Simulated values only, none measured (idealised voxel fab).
Documented hereafter: the process module known as voxel double patterning.
Square cells of 5 nm make up the cross-section cut, whose width is 160 nm.
Notation: cross-section as square-cell grid; stated in bands, top first, going down; one or more cell rows per band. Quick guide to a band line: top height, bottom height (nm) up front; then every material left to right with its width in nm. Only one material and it's marked "edge to edge"? Then it fills the band edge to edge. And "empty" just means empty space. Heights are reckoned from 0. Under this level, the received wafer is all of one material. The bottommost band is open-ended downward, for example "z 0 and below". Per-row width for "30 to 40": begins at first number (top row of band), ends at second number (bottom row), increment between rows held constant. When a step is marked "all unchanged", none of the cells in the cross-section changed during that step. In "Sealed void inventory" the enclosed voids are listed, meaning empty spaces of 8 cells or larger without any opening to the top. The form is width x height at distance, distance from the left edge, units nm. after a step's settings: what the simulator itself notes on the step. overlay nm: mask offset rightward from planned place, masked step; negative means leftward offset.
Here's what the planned process steps look like
step 1: RECEIVE | material Si
step 2: CONFORMAL_DEP | material SiO2 | thk nm 10
step 3: DIRECTIONAL_DEP | material W | thk nm 10
step 4: DIRECTIONAL_DEP | material SiN | thk nm 5
step 5: DIRECTIONAL_DEP | material aC | thk nm 15
step 6: PATTERN | tone open | mask id FIRST | material resist | width nm 15 | pitch nm 50 | thk nm 35 | overlay nm 0
step 7: DIRECTIONAL_ETCH | etch materials aC | depth nm 15
step 8: STRIP | etch materials resist
step 9: DIRECTIONAL_ETCH | etch materials SiN | depth nm 5
step 10: STRIP | etch materials aC
step 11: DIRECTIONAL_DEP | material aC | thk nm 10
step 12: PATTERN | tone open | mask id SECOND | material resist | width nm 15 | thk nm 30 | overlay nm 0
step 13: DIRECTIONAL_ETCH | etch materials aC | depth nm 10
step 14: STRIP | etch materials resist
step 15: DIRECTIONAL_ETCH | etch materials SiN | depth nm 5
step 16: STRIP | etch materials aC
step 17: DIRECTIONAL_ETCH | etch materials W | depth nm 10
step 18: STRIP | etch materials SiN
The first wafer of two, processed as planned
Cross-section: wafer on arrival = after step 1
    z 0 and below | Si edge to edge
    Sealed void inventory: none
So this is the wafer cross-section right after step 2
    z 10 to 0 | SiO2 edge to edge
    Below 0 it's all the same as before, nothing changed down there.
So this is the wafer cross-section right after step 3
    z 20 to 10 | W edge to edge
    Below 10 it's all the same as before, nothing changed down there.
So this is the wafer cross-section right after step 4
    z 25 to 20 | SiN edge to edge
    Below 20 it's all the same as before, nothing changed down there.
So this is the wafer cross-section right after step 5
    z 40 to 25 | aC edge to edge
    Below 25 it's all the same as before, nothing changed down there.
So this is the wafer cross-section right after step 6
    z 75 to 40 | resist: 45; empty: 15; resist: 35; empty: 15; resist: 50
    Below 40 it's all the same as before, nothing changed down there.
So this is the wafer cross-section right after step 7
    z 60 to 40 | resist: 45; empty: 15; resist: 35; empty: 15; resist: 50
    z 40 to 25 | aC: 45; empty: 15; aC: 35; empty: 15; aC: 50
    Below 25 it's all the same as before, nothing changed down there.
So this is the wafer cross-section right after step 8
    z 40 to 25 | aC: 45; empty: 15; aC: 35; empty: 15; aC: 50
    Below 25 it's all the same as before, nothing changed down there.
So this is the wafer cross-section right after step 9
    z 40 to 25 | aC: 45; empty: 15; aC: 35; empty: 15; aC: 50
    z 25 to 20 | SiN: 45; empty: 15; SiN: 35; empty: 15; SiN: 50
    Below 20 it's all the same as before, nothing changed down there.
So this is the wafer cross-section right after step 10
    z 25 to 20 | SiN: 45; empty: 15; SiN: 35; empty: 15; SiN: 50
    Below 20 it's all the same as before, nothing changed down there.
So this is the wafer cross-section right after step 11
    z 35 to 30 | aC: 45; empty: 15; aC: 35; empty: 15; aC: 50
    z 30 to 25 | aC edge to edge
    z 25 to 20 | SiN: 45; aC: 15; SiN: 35; aC: 15; SiN: 50
    Below 20 it's all the same as before, nothing changed down there.
So this is the wafer cross-section right after step 12
    z 65 to 35 | resist: 70; empty: 15; resist: 75
    z 35 to 30 | aC: 45; resist: 15; aC: 35; resist: 15; aC: 50
    Below 30 it's all the same as before, nothing changed down there.
So this is the wafer cross-section right after step 13
    z 55 to 35 | resist: 70; empty: 15; resist: 75
    z 35 to 30 | aC: 45; resist: 15; aC: 10; empty: 15; aC: 10; resist: 15; aC: 50
    z 30 to 25 | aC: 70; empty: 15; aC: 75
    Below 25 it's all the same as before, nothing changed down there.
So this is the wafer cross-section right after step 14
    z 35 to 30 | aC: 45; empty: 15; aC: 10; empty: 15; aC: 10; empty: 15; aC: 50
    Below 30 it's all the same as before, nothing changed down there.
So this is the wafer cross-section right after step 15
    z 35 to 30 | aC: 45; empty: 15; aC: 10; empty: 15; aC: 10; empty: 15; aC: 50
    z 30 to 25 | aC: 70; empty: 15; aC: 75
    z 25 to 20 | SiN: 45; aC: 15; SiN: 10; empty: 15; SiN: 10; aC: 15; SiN: 50
    Below 20 it's all the same as before, nothing changed down there.
So this is the wafer cross-section right after step 16
    z 25 to 20 | SiN: 45; empty: 15; SiN: 10; empty: 15; SiN: 10; empty: 15; SiN: 50
    Below 20 it's all the same as before, nothing changed down there.
So this is the wafer cross-section right after step 17
    z 25 to 20 | SiN: 45; empty: 15; SiN: 10; empty: 15; SiN: 10; empty: 15; SiN: 50
    z 20 to 10 | W: 45; empty: 15; W: 10; empty: 15; W: 10; empty: 15; W: 50
    Below 10 it's all the same as before, nothing changed down there.
So this is the wafer cross-section right after step 18
    z 20 to 10 | W: 45; empty: 15; W: 10; empty: 15; W: 10; empty: 15; W: 50
    Below 10 it's all the same as before, nothing changed down there.
The remaining wafer, second of the two, started like the first and was run to the same plan, except that one mistake was made along the way; the two coincide through step 12, inclusive
At the planned end of step 13, the second wafer in cross-section
    z 45 to 35 | resist: 70; empty: 15; resist: 75
    z 35 to 30 | aC: 45; resist: 15; aC: 10; empty: 15; aC: 10; resist: 15; aC: 50
    z 30 to 25 | aC: 70; empty: 15; aC: 75
    Below 25 it's all the same as before, nothing changed down there.
At the planned end of step 14, the second wafer in cross-section
    z 35 to 30 | aC: 45; empty: 15; aC: 10; empty: 15; aC: 10; empty: 15; aC: 50
    Below 30 it's all the same as before, nothing changed down there.
At the planned end of step 15, the second wafer in cross-section
    z 35 to 30 | aC: 45; empty: 15; aC: 10; empty: 15; aC: 10; empty: 15; aC: 50
    z 30 to 25 | aC: 70; empty: 15; aC: 75
    z 25 to 20 | SiN: 45; aC: 15; SiN: 10; empty: 15; SiN: 10; aC: 15; SiN: 50
    Below 20 it's all the same as before, nothing changed down there.
At the planned end of step 16, the second wafer in cross-section
    z 25 to 20 | SiN: 45; empty: 15; SiN: 10; empty: 15; SiN: 10; empty: 15; SiN: 50
    Below 20 it's all the same as before, nothing changed down there.
At the planned end of step 17, the second wafer in cross-section
    z 25 to 20 | SiN: 45; empty: 15; SiN: 10; empty: 15; SiN: 10; empty: 15; SiN: 50
    z 20 to 10 | W: 45; empty: 15; W: 10; empty: 15; W: 10; empty: 15; W: 50
    Below 10 it's all the same as before, nothing changed down there.
At the planned end of step 18, the second wafer in cross-section
    z 20 to 10 | W: 45; empty: 15; W: 10; empty: 15; W: 10; empty: 15; W: 50
    Below 10 it's all the same as before, nothing changed down there.
In executing the process, a mistake was made relative to the plan: plan step 13 was twice executed
The two wafers come out with the same cross-section, meaning that, for this model, the mistake has no consequence in the computed result.
